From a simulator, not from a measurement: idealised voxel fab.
Proc. module: voxel trench capacitor
The width of the displayed cross-section, cut, is 265 nm; its cells are square, with a size of 5 nm.
Notation: cross-section as square-cell grid; stated in bands, top first, going down; one or more cell rows per band.
Band: top and bottom heights (nm) first, top before bottom; then materials from left to right, widths in nm. "throughout" marks a sole material filling the band edge to edge. "empty" denotes empty space.
Measure heights from 0. That's the level where, below it, the as-received wafer is all one material. The lowest band is bottomless and extends downward; write it as in "0 nm and below".
Per-row width for "30 to 40": begins at first number (top row of band), ends at second number (bottom row), increment between rows held constant.
Take "nothing changed" at face value: in the step it is given for, the cross-section changed in none of its cells.
Enclosed voids (no open way to top), threshold 8 cells or more, entry "Fully sealed cavities", notation width x height at distance, distance from left edge, nm.
Anything after a step's settings on that line? It's the simulator's own note about the step.
If you see "overlay nm" on a step's line and that step has a mask, it's telling you how far right of where it was planned the mask ended up; a negative number means it went left instead.
**Below is the list of planned process steps**
1 RECEIVE | material Si
2 CONFORMAL_DEP | material SiN | thk nm 5
3 MASKED_ETCH | tone open | mask id TRENCH | width nm 25 | pitch nm 45 | etch materials SiN | depth nm 5 | overlay nm 0
4 MASKED_ETCH | tone open | mask id TRENCH | width nm 25 | pitch nm 45 | etch materials Si | depth nm 30 | overlay nm 0
5 CONFORMAL_DEP | material HfO2 | thk nm 5
6 CONFORMAL_DEP | material TiN | thk nm 5
7 FILL_DEP | material W | thk nm 5
8 CMP | height nm 5
**Here's what the wafer looked like in cross-section when it arrived - that's after step 1**
    0 nm and below  Si throughout
    Fully sealed cavities: none
**This is how the wafer looks in cross-section once the module is done, given the starting state and plan above and one mistake in carrying the plan out**
    15 nm to 10 nm  TiN (85) / W (5) / TiN (40) / W (5) / TiN (40) / W (5) / TiN (85)
    10 nm to 5 nm  HfO2 (80) / TiN (5) / W (5) / TiN (5) / HfO2 (30) / TiN (5) / W (5) / TiN (5) / HfO2 (30) / TiN (5) / W (5) / TiN (5) / HfO2 (80)
    5 nm to 0 nm  SiN (75) / HfO2 (5) / TiN (5) / W (5) / TiN (5) / HfO2 (5) / SiN (20) / HfO2 (5) / TiN (5) / W (5) / TiN (5) / HfO2 (5) / SiN (20) / HfO2 (5) / TiN (5) / W (5) / TiN (5) / HfO2 (5) / SiN (75)
    0 nm to -20 nm  Si (75) / HfO2 (5) / TiN (5) / W (5) / TiN (5) / HfO2 (5) / Si (20) / HfO2 (5) / TiN (5) / W (5) / TiN (5) / HfO2 (5) / Si (20) / HfO2 (5) / TiN (5) / W (5) / TiN (5) / HfO2 (5) / Si (75)
    -20 nm to -25 nm  Si (75) / HfO2 (5) / TiN (15) / HfO2 (5) / Si (20) / HfO2 (5) / TiN (15) / HfO2 (5) / Si (20) / HfO2 (5) / TiN (15) / HfO2 (5) / Si (75)
    -25 nm to -30 nm  Si (75) / HfO2 (25) / Si (20) / HfO2 (25) / Si (20) / HfO2 (25) / Si (75)
    -30 nm and below  Si throughout
    Fully sealed cavities: none
Which mistake was made when the wafer was run? step 8 went in with a setting other than planned; the actual run was CMP | height nm 15
